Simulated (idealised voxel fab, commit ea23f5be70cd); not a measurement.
This is a process module. Its name is voxel self aligned contacts.
Each square cell in cross-section cut measures 5 nm, and the section as a whole is 290 nm wide.
Each cross-section below is a grid of square cells, stated as bands in top-down order, with one or more rows of cells making up each band. What a band's entry tells you: where the top is and where the bottom is, as heights in nm, and after that what lies inside, material by material from left to right, each with its width in nm. Empty space is written as the word "empty", and a single material marked with the word "throughout" occupies the band from edge to edge. Where do heights start? At 0: under that level the wafer as delivered is made of one material only. And the lowest band has no floor; it just carries on downward, as in "top 0, no bottom". Per-row width for "30 to 40": begins at first number (top row of band), ends at second number (bottom row), increment between rows held constant. What does "no change" mean for a step? It means no cell of the cross-section changed in that step. "Closed void list" means: voids of 8 cells or more that are shut off from the top with no open way through. Written width x height at distance, distance from the left edge, in nm. On a step's line, text after the settings is the simulator commenting on that step. Regarding "overlay nm": on a step with a mask, it is the distance the mask lay to the right of its planned place; a negative value places it to the left.

THE PLANNED PROCESS STEPS ARE ENUMERATED HEREUNDER
1,RECEIVE, material Si
2,CONFORMAL_DEP, material SiO2, thk nm 5
3,DIRECTIONAL_DEP, material polySi, thk nm 20
4,DIRECTIONAL_DEP, material SiN, thk nm 25
5,DIRECTIONAL_DEP, material aC, thk nm 15
6,PATTERN, tone cover, mask id GATE, material resist, width nm 30, pitch nm 65, thk nm 35, overlay nm 0
7,DIRECTIONAL_ETCH, etch materials aC, depth nm 15
8,STRIP, etch materials resist
9,DIRECTIONAL_ETCH, etch materials SiN, depth nm 25
10,DIRECTIONAL_ETCH, etch materials polySi, depth nm 20
11,STRIP, etch materials aC
12,CONFORMAL_DEP, material SiN, thk nm 10
13,DIRECTIONAL_ETCH, etch materials SiN, depth nm 10
14,FILL_DEP, material SiO2, thk nm 15
15,CMP, height nm 60
16,DIRECTIONAL_DEP, material aC, thk nm 10
17,PATTERN, tone open, mask id CONTACT, material resist, width nm 45, pitch nm 65, thk nm 25, overlay nm 0
18,DIRECTIONAL_ETCH, etch materials aC, depth nm 10
19,STRIP, etch materials resist
20,DIRECTIONAL_ETCH, etch materials SiO2, depth nm 60
21,STRIP, etch materials aC
22,CONFORMAL_DEP, material TiN, thk nm 5
23,FILL_DEP, material Ru, thk nm 10
24,CMP, height nm 60
25,CONFORMAL_DEP, material SiN, thk nm 5

THE FOLLOWING PERTAINS TO THE FIRST OF TWO WAFERS, WHICH WAS PROCESSED AS PLANNED

AS RECEIVED, AFTER STEP 1
* top 0, no bottom = Si throughout
* Closed void list: none

CROSS-SECTION: WAFER STATE AFTER STEP 2
* top 5, bottom 0 = SiO2 throughout
* No changes below 0.

CROSS-SECTION: WAFER STATE AFTER STEP 3
* top 25, bottom 5 = polySi throughout
* No changes below 5.

CROSS-SECTION: WAFER STATE AFTER STEP 4
* top 50, bottom 25 = SiN throughout
* No changes below 25.

CROSS-SECTION: WAFER STATE AFTER STEP 5
* top 65, bottom 50 = aC throughout
* No changes below 50.

CROSS-SECTION: WAFER STATE AFTER STEP 6
* top 100, bottom 65 = empty 65 nm; resist 30 nm; empty 35 nm; resist 30 nm; empty 35 nm; resist 30 nm; empty 65 nm
* No changes below 65.

CROSS-SECTION: WAFER STATE AFTER STEP 7
* top 85, bottom 65 = empty 65 nm; resist 30 nm; empty 35 nm; resist 30 nm; empty 35 nm; resist 30 nm; empty 65 nm
* top 65, bottom 50 = empty 65 nm; aC 30 nm; empty 35 nm; aC 30 nm; empty 35 nm; aC 30 nm; empty 65 nm
* No changes below 50.

CROSS-SECTION: WAFER STATE AFTER STEP 8
* top 65, bottom 50 = empty 65 nm; aC 30 nm; empty 35 nm; aC 30 nm; empty 35 nm; aC 30 nm; empty 65 nm
* No changes below 50.

CROSS-SECTION: WAFER STATE AFTER STEP 9
* top 65, bottom 50 = empty 65 nm; aC 30 nm; empty 35 nm; aC 30 nm; empty 35 nm; aC 30 nm; empty 65 nm
* top 50, bottom 25 = empty 65 nm; SiN 30 nm; empty 35 nm; SiN 30 nm; empty 35 nm; SiN 30 nm; empty 65 nm
* No changes below 25.

CROSS-SECTION: WAFER STATE AFTER STEP 10
* top 65, bottom 50 = empty 65 nm; aC 30 nm; empty 35 nm; aC 30 nm; empty 35 nm; aC 30 nm; empty 65 nm
* top 50, bottom 25 = empty 65 nm; SiN 30 nm; empty 35 nm; SiN 30 nm; empty 35 nm; SiN 30 nm; empty 65 nm
* top 25, bottom 5 = empty 65 nm; polySi 30 nm; empty 35 nm; polySi 30 nm; empty 35 nm; polySi 30 nm; empty 65 nm
* No changes below 5.

CROSS-SECTION: WAFER STATE AFTER STEP 11
* top 50, bottom 25 = empty 65 nm; SiN 30 nm; empty 35 nm; SiN 30 nm; empty 35 nm; SiN 30 nm; empty 65 nm
* No changes below 25.

CROSS-SECTION: WAFER STATE AFTER STEP 12
* top 60, bottom 25 = empty 55 nm; SiN 50 nm; empty 15 nm; SiN 50 nm; empty 15 nm; SiN 50 nm; empty 55 nm
* top 25, bottom 15 = empty 55 nm; SiN 10 nm; polySi 30 nm; SiN 10 nm; empty 15 nm; SiN 10 nm; polySi 30 nm; SiN 10 nm; empty 15 nm; SiN 10 nm; polySi 30 nm; SiN 10 nm; empty 55 nm
* top 15, bottom 5 = SiN 65 nm; polySi 30 nm; SiN 35 nm; polySi 30 nm; SiN 35 nm; polySi 30 nm; SiN 65 nm
* No changes below 5.

CROSS-SECTION: WAFER STATE AFTER STEP 13
* top 50, bottom 25 = empty 55 nm; SiN 50 nm; empty 15 nm; SiN 50 nm; empty 15 nm; SiN 50 nm; empty 55 nm
* top 25, bottom 5 = empty 55 nm; SiN 10 nm; polySi 30 nm; SiN 10 nm; empty 15 nm; SiN 10 nm; polySi 30 nm; SiN 10 nm; empty 15 nm; SiN 10 nm; polySi 30 nm; SiN 10 nm; empty 55 nm
* No changes below 5.

CROSS-SECTION: WAFER STATE AFTER STEP 14
* top 65, bottom 50 = SiO2 throughout
* top 50, bottom 25 = SiO2 55 nm; SiN 50 nm; SiO2 15 nm; SiN 50 nm; SiO2 15 nm; SiN 50 nm; SiO2 55 nm
* top 25, bottom 5 = SiO2 55 nm; SiN 10 nm; polySi 30 nm; SiN 10 nm; SiO2 15 nm; SiN 10 nm; polySi 30 nm; SiN 10 nm; SiO2 15 nm; SiN 10 nm; polySi 30 nm; SiN 10 nm; SiO2 55 nm
* No changes below 5.

CROSS-SECTION: WAFER STATE AFTER STEP 15
* top 60, bottom 50 = SiO2 throughout
* No changes below 50.

CROSS-SECTION: WAFER STATE AFTER STEP 16
* top 70, bottom 60 = aC throughout
* No changes below 60.

CROSS-SECTION: WAFER STATE AFTER STEP 17
* top 95, bottom 70 = resist 90 nm; empty 45 nm; resist 20 nm; empty 45 nm; resist 90 nm
* No changes below 70.

CROSS-SECTION: WAFER STATE AFTER STEP 18
* top 85, bottom 70 = resist 90 nm; empty 45 nm; resist 20 nm; empty 45 nm; resist 90 nm
* top 70, bottom 60 = aC 90 nm; empty 45 nm; aC 20 nm; empty 45 nm; aC 90 nm
* No changes below 60.

CROSS-SECTION: WAFER STATE AFTER STEP 19
* top 70, bottom 60 = aC 90 nm; empty 45 nm; aC 20 nm; empty 45 nm; aC 90 nm
* No changes below 60.

CROSS-SECTION: WAFER STATE AFTER STEP 20
* top 70, bottom 60 = aC 90 nm; empty 45 nm; aC 20 nm; empty 45 nm; aC 90 nm
* top 60, bottom 50 = SiO2 90 nm; empty 45 nm; SiO2 20 nm; empty 45 nm; SiO2 90 nm
* top 50, bottom 25 = SiO2 55 nm; SiN 50 nm; empty 15 nm; SiN 50 nm; empty 15 nm; SiN 50 nm; SiO2 55 nm
* top 25, bottom 5 = SiO2 55 nm; SiN 10 nm; polySi 30 nm; SiN 10 nm; empty 15 nm; SiN 10 nm; polySi 30 nm; SiN 10 nm; empty 15 nm; SiN 10 nm; polySi 30 nm; SiN 10 nm; SiO2 55 nm
* top 5, bottom 0 = SiO2 105 nm; empty 15 nm; SiO2 50 nm; empty 15 nm; SiO2 105 nm
* No changes below 0.

CROSS-SECTION: WAFER STATE AFTER STEP 21
* top 60, bottom 50 = SiO2 90 nm; empty 45 nm; SiO2 20 nm; empty 45 nm; SiO2 90 nm
* No changes below 50.

CROSS-SECTION: WAFER STATE AFTER STEP 22
* top 65, bottom 60 = TiN 95 nm; empty 35 nm; TiN 30 nm; empty 35 nm; TiN 95 nm
* top 60, bottom 50 = SiO2 90 nm; TiN 5 to 20 nm; empty 35 to 5 nm; TiN 5 to 20 nm; SiO2 20 nm; TiN 5 to 20 nm; empty 35 to 5 nm; TiN 5 to 20 nm; SiO2 90 nm
* top 50, bottom 25 = SiO2 55 nm; SiN 50 nm; TiN 5 nm; empty 5 nm; TiN 5 nm; SiN 50 nm; TiN 5 nm; empty 5 nm; TiN 5 nm; SiN 50 nm; SiO2 55 nm
* top 25, bottom 5 = SiO2 55 nm; SiN 10 nm; polySi 30 nm; SiN 10 nm; TiN 5 nm; empty 5 nm; TiN 5 nm; SiN 10 nm; polySi 30 nm; SiN 10 nm; TiN 5 nm; empty 5 nm; TiN 5 nm; SiN 10 nm; polySi 30 nm; SiN 10 nm; SiO2 55 nm
* top 5, bottom 0 = SiO2 105 nm; TiN 15 nm; SiO2 50 nm; TiN 15 nm; SiO2 105 nm
* No changes below 0.

CROSS-SECTION: WAFER STATE AFTER STEP 23
* top 75, bottom 65 = Ru throughout
* top 65, bottom 60 = TiN 95 nm; Ru 35 nm; TiN 30 nm; Ru 35 nm; TiN 95 nm
* top 60, bottom 50 = SiO2 90 nm; TiN 5 to 20 nm; Ru 35 to 5 nm; TiN 5 to 20 nm; SiO2 20 nm; TiN 5 to 20 nm; Ru 35 to 5 nm; TiN 5 to 20 nm; SiO2 90 nm
* top 50, bottom 25 = SiO2 55 nm; SiN 50 nm; TiN 5 nm; Ru 5 nm; TiN 5 nm; SiN 50 nm; TiN 5 nm; Ru 5 nm; TiN 5 nm; SiN 50 nm; SiO2 55 nm
* top 25, bottom 5 = SiO2 55 nm; SiN 10 nm; polySi 30 nm; SiN 10 nm; TiN 5 nm; Ru 5 nm; TiN 5 nm; SiN 10 nm; polySi 30 nm; SiN 10 nm; TiN 5 nm; Ru 5 nm; TiN 5 nm; SiN 10 nm; polySi 30 nm; SiN 10 nm; SiO2 55 nm
* No changes below 5.

CROSS-SECTION: WAFER STATE AFTER STEP 24
* top 60, bottom 50 = SiO2 90 nm; TiN 5 to 20 nm; Ru 35 to 5 nm; TiN 5 to 20 nm; SiO2 20 nm; TiN 5 to 20 nm; Ru 35 to 5 nm; TiN 5 to 20 nm; SiO2 90 nm
* No changes below 50.

CROSS-SECTION: WAFER STATE AFTER STEP 25
* top 65, bottom 60 = SiN throughout
* No changes below 60.

SECOND WAFER: LIKE START, LIKE PLAN, ONE MISTAKE. THROUGH STEP 14 IT MATCHES THE FIRST WAFER

CROSS-SECTION OF THE SECOND WAFER WHEN, ACCORDING TO PLAN, STEP 15 SHOULD HAVE FINISHED
* top 55, bottom 50 = SiO2 throughout
* No changes below 50.

CROSS-SECTION OF THE SECOND WAFER WHEN, ACCORDING TO PLAN, STEP 16 SHOULD HAVE FINISHED
* top 65, bottom 55 = aC throughout
* No changes below 55.

CROSS-SECTION OF THE SECOND WAFER WHEN, ACCORDING TO PLAN, STEP 17 SHOULD HAVE FINISHED
* top 90, bottom 65 = resist 90 nm; empty 45 nm; resist 20 nm; empty 45 nm; resist 90 nm
* No changes below 65.

CROSS-SECTION OF THE SECOND WAFER WHEN, ACCORDING TO PLAN, STEP 18 SHOULD HAVE FINISHED
* top 80, bottom 65 = resist 90 nm; empty 45 nm; resist 20 nm; empty 45 nm; resist 90 nm
* top 65, bottom 55 = aC 90 nm; empty 45 nm; aC 20 nm; empty 45 nm; aC 90 nm
* No changes below 55.

CROSS-SECTION OF THE SECOND WAFER WHEN, ACCORDING TO PLAN, STEP 19 SHOULD HAVE FINISHED
* top 65, bottom 55 = aC 90 nm; empty 45 nm; aC 20 nm; empty 45 nm; aC 90 nm
* No changes below 55.

CROSS-SECTION OF THE SECOND WAFER WHEN, ACCORDING TO PLAN, STEP 20 SHOULD HAVE FINISHED
* top 65, bottom 55 = aC 90 nm; empty 45 nm; aC 20 nm; empty 45 nm; aC 90 nm
* top 55, bottom 50 = SiO2 90 nm; empty 45 nm; SiO2 20 nm; empty 45 nm; SiO2 90 nm
* top 50, bottom 25 = SiO2 55 nm; SiN 50 nm; empty 15 nm; SiN 50 nm; empty 15 nm; SiN 50 nm; SiO2 55 nm
* top 25, bottom 5 = SiO2 55 nm; SiN 10 nm; polySi 30 nm; SiN 10 nm; empty 15 nm; SiN 10 nm; polySi 30 nm; SiN 10 nm; empty 15 nm; SiN 10 nm; polySi 30 nm; SiN 10 nm; SiO2 55 nm
* top 5, bottom 0 = SiO2 105 nm; empty 15 nm; SiO2 50 nm; empty 15 nm; SiO2 105 nm
* No changes below 0.

CROSS-SECTION OF THE SECOND WAFER WHEN, ACCORDING TO PLAN, STEP 21 SHOULD HAVE FINISHED
* top 55, bottom 50 = SiO2 90 nm; empty 45 nm; SiO2 20 nm; empty 45 nm; SiO2 90 nm
* No changes below 50.

CROSS-SECTION OF THE SECOND WAFER WHEN, ACCORDING TO PLAN, STEP 22 SHOULD HAVE FINISHED
* top 60, bottom 55 = TiN 95 nm; empty 35 nm; TiN 30 nm; empty 35 nm; TiN 95 nm
* top 55, bottom 50 = SiO2 90 nm; TiN 20 nm; empty 5 nm; TiN 20 nm; SiO2 20 nm; TiN 20 nm; empty 5 nm; TiN 20 nm; SiO2 90 nm
* top 50, bottom 25 = SiO2 55 nm; SiN 50 nm; TiN 5 nm; empty 5 nm; TiN 5 nm; SiN 50 nm; TiN 5 nm; empty 5 nm; TiN 5 nm; SiN 50 nm; SiO2 55 nm
* top 25, bottom 5 = SiO2 55 nm; SiN 10 nm; polySi 30 nm; SiN 10 nm; TiN 5 nm; empty 5 nm; TiN 5 nm; SiN 10 nm; polySi 30 nm; SiN 10 nm; TiN 5 nm; empty 5 nm; TiN 5 nm; SiN 10 nm; polySi 30 nm; SiN 10 nm; SiO2 55 nm
* top 5, bottom 0 = SiO2 105 nm; TiN 15 nm; SiO2 50 nm; TiN 15 nm; SiO2 105 nm
* No changes below 0.

CROSS-SECTION OF THE SECOND WAFER WHEN, ACCORDING TO PLAN, STEP 23 SHOULD HAVE FINISHED
* top 70, bottom 60 = Ru throughout
* top 60, bottom 55 = TiN 95 nm; Ru 35 nm; TiN 30 nm; Ru 35 nm; TiN 95 nm
* top 55, bottom 50 = SiO2 90 nm; TiN 20 nm; Ru 5 nm; TiN 20 nm; SiO2 20 nm; TiN 20 nm; Ru 5 nm; TiN 20 nm; SiO2 90 nm
* top 50, bottom 25 = SiO2 55 nm; SiN 50 nm; TiN 5 nm; Ru 5 nm; TiN 5 nm; SiN 50 nm; TiN 5 nm; Ru 5 nm; TiN 5 nm; SiN 50 nm; SiO2 55 nm
* top 25, bottom 5 = SiO2 55 nm; SiN 10 nm; polySi 30 nm; SiN 10 nm; TiN 5 nm; Ru 5 nm; TiN 5 nm; SiN 10 nm; polySi 30 nm; SiN 10 nm; TiN 5 nm; Ru 5 nm; TiN 5 nm; SiN 10 nm; polySi 30 nm; SiN 10 nm; SiO2 55 nm
* No changes below 5.

CROSS-SECTION OF THE SECOND WAFER WHEN, ACCORDING TO PLAN, STEP 24 SHOULD HAVE FINISHED
* top 60, bottom 55 = TiN 95 nm; Ru 35 nm; TiN 30 nm; Ru 35 nm; TiN 95 nm
* No changes below 55.

CROSS-SECTION OF THE SECOND WAFER WHEN, ACCORDING TO PLAN, STEP 25 SHOULD HAVE FINISHED
* top 65, bottom 60 = SiN throughout
* No changes below 60.
Deviation from plan: step 15 ran differently from the plan; actual operation with settings: CMP, height nm 55
The second wafer ends with more or fewer cells of some materials than the first, per final count: 40 fewer of SiO2; 40 more of TiN
